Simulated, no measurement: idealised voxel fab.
The process module that follows is named voxel transistor to metal.
Pictured: cross-section cut, 215 nm wide, on a grid of 5 nm square cells.
Just so we're on the same page, the cross-sections are grids of square cells, and they're listed out in bands top to bottom, each band one or more rows deep.
Quick guide to a band line: top height, bottom height (nm) up front; then every material left to right with its width in nm. Only one material and it's marked "everywhere"? Then it fills the band edge to edge. And "air" just means empty space.
The level at which height equals 0 is the one under which the wafer, as it arrives, is entirely one material. No lower edge exists for the bottom band, which continues downward and is notated as in "0..down".
With a width like "30 to 40", each row of cells in the band differs from the next by the same amount, the top row carrying the first number and the bottom row the second.
Given "all unchanged" for a step, no cell of the cross-section differs between before and after that step.
Voids not open to the top, 8 cells minimum: see "Sealed void list". Written width x height at distance; distance is from the left edge; nm.
Past the settings on a step's line: simulator remark, on that step.
"overlay nm", when on a step's line for a step with a mask, measures how far to the right of its planned place the mask lay; a negative measure means to the left.
Set out below are the planned steps of the process
1 RECEIVE (material Si)
2 OXIDIZE (depth nm 5)
3 CONFORMAL_DEP (material SiN; thk nm 10)
4 MASKED_ETCH (tone cover; mask id ACTIVE; width nm 125; etch materials SiN; depth nm 10; overlay nm 0)
5 MASKED_ETCH (tone cover; mask id ACTIVE; width nm 125; etch materials SiO2; depth nm 5; overlay nm 0)
6 MASKED_ETCH (tone cover; mask id ACTIVE; width nm 125; etch materials Si; depth nm 20; overlay nm 0)
7 FILL_DEP (material SiO2; thk nm 5)
8 CMP (height nm 10)
9 SELECTIVE_ETCH (etch materials SiO2; depth nm 10)
10 STRIP (etch materials SiN)
11 SELECTIVE_ETCH (etch materials SiO2; depth nm 5)
12 OXIDIZE (depth nm 5)
13 DIRECTIONAL_DEP (material polySi; thk nm 20)
14 DIRECTIONAL_DEP (material SiCN; thk nm 15)
15 DIRECTIONAL_DEP (material aC; thk nm 15)
16 PATTERN (tone cover; mask id GATE; material resist; width nm 35; thk nm 35; overlay nm 0)
17 DIRECTIONAL_ETCH (etch materials aC; depth nm 15)
18 STRIP (etch materials resist)
19 DIRECTIONAL_ETCH (etch materials SiCN; depth nm 25)
20 DIRECTIONAL_ETCH (etch materials polySi; depth nm 30)
21 STRIP (etch materials aC)
22 CONFORMAL_DEP (material SiO2; thk nm 5)
23 DIRECTIONAL_ETCH (etch materials SiO2; depth nm 5)
24 CONFORMAL_DEP (material SiN; thk nm 10)
25 DIRECTIONAL_ETCH (etch materials SiN; depth nm 10)
26 DIRECTIONAL_ETCH (etch materials SiO2; depth nm 5)
27 DIRECTIONAL_ETCH (etch materials Si; depth nm 5)
28 EPI (material pSi; thk nm 5)
29 FILL_DEP (material SiO2; thk nm 10)
30 CMP (height nm 15)
31 STRIP (etch materials polySi)
32 SELECTIVE_ETCH (etch materials SiO2; depth nm 5)
33 CONFORMAL_DEP (material HfO2; thk nm 5)
34 CONFORMAL_DEP (material TiN; thk nm 5)
35 FILL_DEP (material W; thk nm 10)
36 CMP (height nm 10)
37 DIRECTIONAL_DEP (material SiO2; thk nm 10)
38 PATTERN (tone open; mask id CONTACT; material resist; width nm 20; pitch nm 85; thk nm 15; overlay nm 0)
39 DIRECTIONAL_ETCH (etch materials SiO2; depth nm 30)
40 STRIP (etch materials resist)
41 CONFORMAL_DEP (material TiN; thk nm 5)
42 FILL_DEP (material Ru; thk nm 5)
43 CMP (height nm 20)
44 DIRECTIONAL_DEP (material TiN; thk nm 5)
45 DIRECTIONAL_DEP (material W; thk nm 15)
46 DIRECTIONAL_DEP (material aC; thk nm 15)
47 PATTERN (tone cover; mask id METAL_1; material resist; width nm 20; pitch nm 85; thk nm 35; overlay nm 0)
48 DIRECTIONAL_ETCH (etch materials aC; depth nm 15)
49 STRIP (etch materials resist)
50 DIRECTIONAL_ETCH (etch materials W; depth nm 15)
51 DIRECTIONAL_ETCH (etch materials TiN; depth nm 5)
52 STRIP (etch materials aC)
53 FILL_DEP (material lowk; thk nm 10)
54 CMP (height nm 40)
55 CONFORMAL_DEP (material SiCN; thk nm 5)
First wafer of two (run as planned)
Cross-section, incoming material, after step 1
- 0..down: Si everywhere
- Sealed void list: none
The wafer, seen in cross-section, after step 2
- 0..-5: SiO2 everywhere
- Everything below -5 is unchanged.
The wafer, seen in cross-section, after step 3
- 10..0: SiN everywhere
- Everything below 0 is unchanged.
The wafer, seen in cross-section, after step 4
- 10..0: air (45), SiN (125), air (45)
- Everything below 0 is unchanged.
The wafer, seen in cross-section, after step 5
- 10..0: air (45), SiN (125), air (45)
- 0..-5: air (45), SiO2 (125), air (45)
- Everything below -5 is unchanged.
The wafer, seen in cross-section, after step 6
- 10..0: air (45), SiN (125), air (45)
- 0..-5: air (45), SiO2 (125), air (45)
- -5..-25: air (45), Si (125), air (45)
- Everything below -25 is unchanged.
The wafer, seen in cross-section, after step 7
- 15..10: SiO2 everywhere
- 10..0: SiO2 (45), SiN (125), SiO2 (45)
- 0..-5: SiO2 everywhere
- -5..-25: SiO2 (45), Si (125), SiO2 (45)
- Everything below -25 is unchanged.
The wafer, seen in cross-section, after step 8
- 10..0: SiO2 (45), SiN (125), SiO2 (45)
- Everything below 0 is unchanged.
The wafer, seen in cross-section, after step 9
- 10..0: air (45), SiN (125), air (45)
- Everything below 0 is unchanged.
The wafer, seen in cross-section, after step 10
- 0..-5: SiO2 everywhere
- Everything below -5 is unchanged.
The wafer, seen in cross-section, after step 11
- -5..-25: SiO2 (45), Si (125), SiO2 (45)
- Everything below -25 is unchanged.
The wafer, seen in cross-section, after step 12
- -5..-10: SiO2 everywhere
- Everything below -10 is unchanged.
The wafer, seen in cross-section, after step 13
- 15..-5: polySi everywhere
- Everything below -5 is unchanged.
The wafer, seen in cross-section, after step 14
- 30..15: SiCN everywhere
- Everything below 15 is unchanged.
The wafer, seen in cross-section, after step 15
- 45..30: aC everywhere
- Everything below 30 is unchanged.
The wafer, seen in cross-section, after step 16
- 80..45: air (90), resist (35), air (90)
- Everything below 45 is unchanged.
The wafer, seen in cross-section, after step 17
- 65..45: air (90), resist (35), air (90)
- 45..30: air (90), aC (35), air (90)
- Everything below 30 is unchanged.
The wafer, seen in cross-section, after step 18
- 45..30: air (90), aC (35), air (90)
- Everything below 30 is unchanged.
The wafer, seen in cross-section, after step 19
- 45..30: air (90), aC (35), air (90)
- 30..15: air (90), SiCN (35), air (90)
- Everything below 15 is unchanged.
The wafer, seen in cross-section, after step 20
- 45..30: air (90), aC (35), air (90)
- 30..15: air (90), SiCN (35), air (90)
- 15..-5: air (90), polySi (35), air (90)
- Everything below -5 is unchanged.
The wafer, seen in cross-section, after step 21
- 30..15: air (90), SiCN (35), air (90)
- Everything below 15 is unchanged.
The wafer, seen in cross-section, after step 22
- 35..30: air (85), SiO2 (45), air (85)
- 30..15: air (85), SiO2 (5), SiCN (35), SiO2 (5), air (85)
- 15..0: air (85), SiO2 (5), polySi (35), SiO2 (5), air (85)
- 0..-5: SiO2 (90), polySi (35), SiO2 (90)
- Everything below -5 is unchanged.
The wafer, seen in cross-section, after step 23
- 30..15: air (85), SiO2 (5), SiCN (35), SiO2 (5), air (85)
- 15..-5: air (85), SiO2 (5), polySi (35), SiO2 (5), air (85)
- Everything below -5 is unchanged.
The wafer, seen in cross-section, after step 24
- 40..30: air (75), SiN (65), air (75)
- 30..15: air (75), SiN (10), SiO2 (5), SiCN (35), SiO2 (5), SiN (10), air (75)
- 15..5: air (75), SiN (10), SiO2 (5), polySi (35), SiO2 (5), SiN (10), air (75)
- 5..-5: SiN (85), SiO2 (5), polySi (35), SiO2 (5), SiN (85)
- Everything below -5 is unchanged.
The wafer, seen in cross-section, after step 25
- 30..15: air (75), SiN (10), SiO2 (5), SiCN (35), SiO2 (5), SiN (10), air (75)
- 15..-5: air (75), SiN (10), SiO2 (5), polySi (35), SiO2 (5), SiN (10), air (75)
- Everything below -5 is unchanged.
The wafer, seen in cross-section, after step 26
- 30..25: air (75), SiN (10), air (5), SiCN (35), air (5), SiN (10), air (75)
- 25..15: air (75), SiN (10), SiO2 (5), SiCN (35), SiO2 (5), SiN (10), air (75)
- 15..-5: air (75), SiN (10), SiO2 (5), polySi (35), SiO2 (5), SiN (10), air (75)
- -5..-10: air (75), SiO2 (65), air (75)
- Everything below -10 is unchanged.
The wafer, seen in cross-section, after step 27
- 30..25: air (75), SiN (10), air (5), SiCN (35), air (5), SiN (10), air (75)
- 25..15: air (75), SiN (10), SiO2 (5), SiCN (35), SiO2 (5), SiN (10), air (75)
- 15..-5: air (75), SiN (10), SiO2 (5), polySi (35), SiO2 (5), SiN (10), air (75)
- -5..-10: air (75), SiO2 (65), air (75)
- -10..-15: SiO2 (45), air (30), Si (65), air (30), SiO2 (45)
- Everything below -15 is unchanged.
The wafer, seen in cross-section, after step 28
- 30..25: air (75), SiN (10), air (5), SiCN (35), air (5), SiN (10), air (75)
- 25..15: air (75), SiN (10), SiO2 (5), SiCN (35), SiO2 (5), SiN (10), air (75)
- 15..-5: air (75), SiN (10), SiO2 (5), polySi (35), SiO2 (5), SiN (10), air (75)
- -5..-10: air (70), pSi (5), SiO2 (65), pSi (5), air (70)
- -10..-15: SiO2 (45), pSi (30), Si (65), pSi (30), SiO2 (45)
- Everything below -15 is unchanged.
The wafer, seen in cross-section, after step 29
- 40..30: SiO2 everywhere
- 30..15: SiO2 (75), SiN (10), SiO2 (5), SiCN (35), SiO2 (5), SiN (10), SiO2 (75)
- 15..-5: SiO2 (75), SiN (10), SiO2 (5), polySi (35), SiO2 (5), SiN (10), SiO2 (75)
- -5..-10: SiO2 (70), pSi (5), SiO2 (65), pSi (5), SiO2 (70)
- Everything below -10 is unchanged.
The wafer, seen in cross-section, after step 30
- 15..-5: SiO2 (75), SiN (10), SiO2 (5), polySi (35), SiO2 (5), SiN (10), SiO2 (75)
- Everything below -5 is unchanged.
The wafer, seen in cross-section, after step 31
- 15..-5: SiO2 (75), SiN (10), SiO2 (5), air (35), SiO2 (5), SiN (10), SiO2 (75)
- Everything below -5 is unchanged.
The wafer, seen in cross-section, after step 32
- 15..10: air (75), SiN (10), air (45), SiN (10), air (75)
- 10..-5: SiO2 (75), SiN (10), air (45), SiN (10), SiO2 (75)
- -5..-10: SiO2 (70), pSi (5), SiO2 (10), air (45), SiO2 (10), pSi (5), SiO2 (70)
- Everything below -10 is unchanged.
The wafer, seen in cross-section, after step 33
- 20..15: air (70), HfO2 (20), air (35), HfO2 (20), air (70)
- 15..10: HfO2 (75), SiN (10), HfO2 (5), air (35), HfO2 (5), SiN (10), HfO2 (75)
- 10..-5: SiO2 (75), SiN (10), HfO2 (5), air (35), HfO2 (5), SiN (10), SiO2 (75)
- -5..-10: SiO2 (70), pSi (5), SiO2 (10), HfO2 (45), SiO2 (10), pSi (5), SiO2 (70)
- Everything below -10 is unchanged.
The wafer, seen in cross-section, after step 34
- 25..20: air (65), TiN (30), air (25), TiN (30), air (65)
- 20..15: TiN (70), HfO2 (20), TiN (5), air (25), TiN (5), HfO2 (20), TiN (70)
- 15..10: HfO2 (75), SiN (10), HfO2 (5), TiN (5), air (25), TiN (5), HfO2 (5), SiN (10), HfO2 (75)
- 10..0: SiO2 (75), SiN (10), HfO2 (5), TiN (5), air (25), TiN (5), HfO2 (5), SiN (10), SiO2 (75)
- 0..-5: SiO2 (75), SiN (10), HfO2 (5), TiN (35), HfO2 (5), SiN (10), SiO2 (75)
- Everything below -5 is unchanged.
The wafer, seen in cross-section, after step 35
- 35..25: W everywhere
- 25..20: W (65), TiN (30), W (25), TiN (30), W (65)
- 20..15: TiN (70), HfO2 (20), TiN (5), W (25), TiN (5), HfO2 (20), TiN (70)
- 15..10: HfO2 (75), SiN (10), HfO2 (5), TiN (5), W (25), TiN (5), HfO2 (5), SiN (10), HfO2 (75)
- 10..0: SiO2 (75), SiN (10), HfO2 (5), TiN (5), W (25), TiN (5), HfO2 (5), SiN (10), SiO2 (75)
- Everything below 0 is unchanged.
The wafer, seen in cross-section, after step 36
- 10..0: SiO2 (75), SiN (10), HfO2 (5), TiN (5), W (25), TiN (5), HfO2 (5), SiN (10), SiO2 (75)
- Everything below 0 is unchanged.
The wafer, seen in cross-section, after step 37
- 20..10: SiO2 everywhere
- Everything below 10 is unchanged.
The wafer, seen in cross-section, after step 38
- 35..20: resist (55), air (20), resist (65), air (20), resist (55)
- Everything below 20 is unchanged.
The wafer, seen in cross-section, after step 39
- 35..20: resist (55), air (20), resist (65), air (20), resist (55)
- 20..10: SiO2 (55), air (20), SiO2 (65), air (20), SiO2 (55)
- 10..0: SiO2 (55), air (20), SiN (10), HfO2 (5), TiN (5), W (25), TiN (5), HfO2 (5), SiN (10), air (20), SiO2 (55)
- 0..-5: SiO2 (55), air (20), SiN (10), HfO2 (5), TiN (35), HfO2 (5), SiN (10), air (20), SiO2 (55)
- -5..-10: SiO2 (55), air (15), pSi (5), SiO2 (10), HfO2 (45), SiO2 (10), pSi (5), air (15), SiO2 (55)
- Everything below -10 is unchanged.
The wafer, seen in cross-section, after step 40
- 20..10: SiO2 (55), air (20), SiO2 (65), air (20), SiO2 (55)
- Everything below 10 is unchanged.
The wafer, seen in cross-section, after step 41
- 25..20: TiN (60), air (10), TiN (75), air (10), TiN (60)
- 20..10: SiO2 (55), TiN (5), air (10), TiN (5), SiO2 (65), TiN (5), air (10), TiN (5), SiO2 (55)
- 10..0: SiO2 (55), TiN (5), air (10), TiN (5), SiN (10), HfO2 (5), TiN (5), W (25), TiN (5), HfO2 (5), SiN (10), TiN (5), air (10), TiN (5), SiO2 (55)
- 0..-5: SiO2 (55), TiN (5), air (5), TiN (10), SiN (10), HfO2 (5), TiN (35), HfO2 (5), SiN (10), TiN (10), air (5), TiN (5), SiO2 (55)
- -5..-10: SiO2 (55), TiN (15), pSi (5), SiO2 (10), HfO2 (45), SiO2 (10), pSi (5), TiN (15), SiO2 (55)
- Everything below -10 is unchanged.
The wafer, seen in cross-section, after step 42
- 30..25: Ru everywhere
- 25..20: TiN (60), Ru (10), TiN (75), Ru (10), TiN (60)
- 20..10: SiO2 (55), TiN (5), Ru (10), TiN (5), SiO2 (65), TiN (5), Ru (10), TiN (5), SiO2 (55)
- 10..0: SiO2 (55), TiN (5), Ru (10), TiN (5), SiN (10), HfO2 (5), TiN (5), W (25), TiN (5), HfO2 (5), SiN (10), TiN (5), Ru (10), TiN (5), SiO2 (55)
- 0..-5: SiO2 (55), TiN (5), Ru (5), TiN (10), SiN (10), HfO2 (5), TiN (35), HfO2 (5), SiN (10), TiN (10), Ru (5), TiN (5), SiO2 (55)
- Everything below -5 is unchanged.
The wafer, seen in cross-section, after step 43
- 20..10: SiO2 (55), TiN (5), Ru (10), TiN (5), SiO2 (65), TiN (5), Ru (10), TiN (5), SiO2 (55)
- Everything below 10 is unchanged.
The wafer, seen in cross-section, after step 44
- 25..20: TiN everywhere
- Everything below 20 is unchanged.
The wafer, seen in cross-section, after step 45
- 40..25: W everywhere
- Everything below 25 is unchanged.
The wafer, seen in cross-section, after step 46
- 55..40: aC everywhere
- Everything below 40 is unchanged.
The wafer, seen in cross-section, after step 47
- 90..55: air (55), resist (20), air (65), resist (20), air (55)
- Everything below 55 is unchanged.
The wafer, seen in cross-section, after step 48
- 75..55: air (55), resist (20), air (65), resist (20), air (55)
- 55..40: air (55), aC (20), air (65), aC (20), air (55)
- Everything below 40 is unchanged.
The wafer, seen in cross-section, after step 49
- 55..40: air (55), aC (20), air (65), aC (20), air (55)
- Everything below 40 is unchanged.
The wafer, seen in cross-section, after step 50
- 55..40: air (55), aC (20), air (65), aC (20), air (55)
- 40..25: air (55), W (20), air (65), W (20), air (55)
- Everything below 25 is unchanged.
The wafer, seen in cross-section, after step 51
- 55..40: air (55), aC (20), air (65), aC (20), air (55)
- 40..25: air (55), W (20), air (65), W (20), air (55)
- 25..20: air (55), TiN (20), air (65), TiN (20), air (55)
- Everything below 20 is unchanged.
The wafer, seen in cross-section, after step 52
- 40..25: air (55), W (20), air (65), W (20), air (55)
- Everything below 25 is unchanged.
The wafer, seen in cross-section, after step 53
- 50..40: lowk everywhere
- 40..25: lowk (55), W (20), lowk (65), W (20), lowk (55)
- 25..20: lowk (55), TiN (20), lowk (65), TiN (20), lowk (55)
- Everything below 20 is unchanged.
The wafer, seen in cross-section, after step 54
- 40..25: lowk (55), W (20), lowk (65), W (20), lowk (55)
- Everything below 25 is unchanged.
The wafer, seen in cross-section, after step 55
- 45..40: SiCN everywhere
- Everything below 40 is unchanged.
Wafer two of two - same starting point, same process plan, one mistake in execution; matches wafer one up to and including step 46
Cross-sectional representation of the second wafer at the time designated in the plan for the completion of step 47
- 90..55: air (60), resist (20), air (65), resist (20), air (50)
- Everything below 55 is unchanged.
Cross-sectional representation of the second wafer at the time designated in the plan for the completion of step 48
- 75..55: air (60), resist (20), air (65), resist (20), air (50)
- 55..40: air (60), aC (20), air (65), aC (20), air (50)
- Everything below 40 is unchanged.
Cross-sectional representation of the second wafer at the time designated in the plan for the completion of step 49
- 55..40: air (60), aC (20), air (65), aC (20), air (50)
- Everything below 40 is unchanged.
Cross-sectional representation of the second wafer at the time designated in the plan for the completion of step 50
- 55..40: air (60), aC (20), air (65), aC (20), air (50)
- 40..25: air (60), W (20), air (65), W (20), air (50)
- Everything below 25 is unchanged.
Cross-sectional representation of the second wafer at the time designated in the plan for the completion of step 51
- 55..40: air (60), aC (20), air (65), aC (20), air (50)
- 40..25: air (60), W (20), air (65), W (20), air (50)
- 25..20: air (60), TiN (20), air (65), TiN (20), air (50)
- Everything below 20 is unchanged.
Cross-sectional representation of the second wafer at the time designated in the plan for the completion of step 52
- 40..25: air (60), W (20), air (65), W (20), air (50)
- Everything below 25 is unchanged.
Cross-sectional representation of the second wafer at the time designated in the plan for the completion of step 53
- 50..40: lowk everywhere
- 40..25: lowk (60), W (20), lowk (65), W (20), lowk (50)
- 25..20: lowk (60), TiN (20), lowk (65), TiN (20), lowk (50)
- Everything below 20 is unchanged.
Cross-sectional representation of the second wafer at the time designated in the plan for the completion of step 54
- 40..25: lowk (60), W (20), lowk (65), W (20), lowk (50)
- Everything below 25 is unchanged.
Cross-sectional representation of the second wafer at the time designated in the plan for the completion of step 55
- 45..40: SiCN everywhere
- Everything below 40 is unchanged.
Error vs. plan: step 47 ran as: PATTERN (tone cover; mask id METAL_1; material resist; width nm 20; pitch nm 85; thk nm 35; overlay nm 5)
Final wafers compared: equal cell tally per material, rearranged layout.
